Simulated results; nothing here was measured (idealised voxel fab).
Herein follows the process module entitled voxel ribs on slabs.
Square cells of 5 nm make up the cross-section cut, whose width is 190 nm.
When this document writes out a cross-section, it uses a grid of square cells and lists it as bands, beginning at the top and moving down, with a band standing for one or more rows of cells. Band entry format. Leading values: height of top, height of bottom, nm. Remainder: materials in left-to-right order, each with its width in nm. Special words: "full width" on a single material, which then fills the band edge to edge; "empty", empty space. For the purposes of this specification, 0 denotes the height below which the wafer in its as-received condition is composed wholly of one material, and the lowermost band, lacking a lower limit, extends downward without end, as expressed in "z 0 and below". Note: "30->40" means the width goes from the first number (top row of the band) to the second number (bottom row) in equal steps per row of cells. What does "no alteration" mean for a step? It means no cell of the cross-section changed in that step. Voids not open to the top, 8 cells minimum: see "Completely enclosed voids". Written width x height at distance; distance is from the left edge; nm. On each step's line, the part that comes after the settings is the simulator's own comment on the step. You can add "overlay nm" to a step's line. For a step with a mask, it describes how far the mask lay to the right of its planned position, and a negative number describes a lay to the left.

### Process steps (planned)
| 1 | RECEIVE: material Si |
| 2 | DIRECTIONAL_DEP: material SiO2, thk nm 20 |
| 3 | DIRECTIONAL_DEP: material SiN, thk nm 25 |
| 4 | PATTERN: tone cover, mask id RIB, material resist, width nm 20, thk nm 15, overlay nm 0 |
| 5 | DIRECTIONAL_ETCH: etch materials SiN, depth nm 10 |
| 6 | STRIP: etch materials resist |
| 7 | PATTERN: tone cover, mask id SLAB, material resist, width nm 70, thk nm 20, overlay nm 0 |
| 8 | DIRECTIONAL_ETCH: etch materials SiN, depth nm 15 |
| 9 | STRIP: etch materials resist |
| 10 | FILL_DEP: material SiO2, thk nm 25 |
| 11 | CMP: height nm 60 |
| 12 | DIRECTIONAL_DEP: material TiN, thk nm 5 |
| 13 | DIRECTIONAL_DEP: material aC, thk nm 15 |
| 14 | PATTERN: tone cover, mask id HEATER, material resist, width nm 30, thk nm 30, overlay nm 0 |
| 15 | DIRECTIONAL_ETCH: etch materials aC, depth nm 15 |
| 16 | STRIP: etch materials resist |
| 17 | DIRECTIONAL_ETCH: etch materials TiN, depth nm 5 |
| 18 | STRIP: etch materials aC |
| 19 | CONFORMAL_DEP: material SiO2, thk nm 10 |

### Incoming wafer, cross-sectional view, post step 1
- z 0 and below: Si full width
- Completely enclosed voids: none

### Cross-section at module end, one run error; start and plan unchanged from above
- z 65 to 60: empty 80, TiN 30, empty 80
- z 60 to 45: SiO2 full width
- z 45 to 35: SiO2 85, SiN 20, SiO2 85
- z 35 to 20: SiO2 60, SiN 70, SiO2 60
- z 20 to 0: SiO2 full width
- z 0 and below: Si full width
- Completely enclosed voids: none
Processing error: step 19 of the plan was excluded from execution and never run
